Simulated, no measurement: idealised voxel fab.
Process module, titled voxel local oxidation
Cross-section cut spans 140 nm and uses square cells 5 nm in size.
In this document a cross-section is written as a grid of square cells. It is given as a series of bands, listed from the top down, and a band is one or more rows of cells.
Each band's line starts with the height of the band's top and of its bottom, in nm. Then come its materials from left to right, each with its width in nm. One material with "everywhere" fills the band from edge to edge. "air" is empty space.
Counting heights begins at 0, where everything beneath is, in the wafer as received, one material. The lowest band has no bottom; it goes on downwards, as "0 and below" shows.
You'd read "30->40" like this: the band's top row of cells is as wide as the first number, its bottom row is as wide as the second, and going down, every row changes width by the same amount as the row before did.
"everything unchanged" for a step: no cell of the cross-section changed in that step.
Heads up: "Enclosed empty spaces" only lists the empty pockets with no open path to the top that are 8 cells or more, and it writes them as width x height at distance, distance from the left edge, in nm.
after a step's settings: what the simulator itself notes on the step
When a step includes a mask, the "overlay nm" setting on its line states how far to the right of its planned place that mask lay, and negative values state how far to the left.

## The planned process steps are enumerated hereunder
1) op RECEIVE | material Si
2) op OXIDIZE | depth nm 5
3) op CONFORMAL_DEP | material SiN | thk nm 10
4) op PATTERN | tone cover | mask id ACTIVE | material resist | width nm 95 | thk nm 15 | overlay nm 0
5) op DIRECTIONAL_ETCH | etch materials SiN | depth nm 10
6) op STRIP | etch materials resist
7) op SELECTIVE_ETCH | etch materials SiO2 | depth nm 5
8) op OXIDIZE | depth nm 10
9) op STRIP | etch materials SiN

## Wafer at receipt (post step 1), cross-section
    0 and below | Si everywhere
    Enclosed empty spaces: none

## First of two wafers, end-of-module section, run followed plan
    0 down to -5 | 25 of air, then 85 of SiO2, then 30 of air
    -5 down to -15 | 35 of SiO2, then 65 of Si, then 40 of SiO2
    -15 and below | Si everywhere
    Enclosed empty spaces: none

## Cross-section of the latter of the two wafers at module completion. It had an identical start and an identical plan to the former; in running it, one mistake was made
    0 down to -5 | 20 of air, then 95 of SiO2, then 25 of air
    -5 down to -15 | 30 of SiO2, then 75 of Si, then 35 of SiO2
    -15 and below | Si everywhere
    Enclosed empty spaces: none
Where did the run depart from the plan? step 4 off recipe, ran as op PATTERN | tone cover | mask id ACTIVE | material resist | width nm 105 | thk nm 15 | overlay nm 0
The final cell counts differ between the wafers, with the second having more or fewer of some materials than the first: 4 more of Si | 2 fewer of SiO2
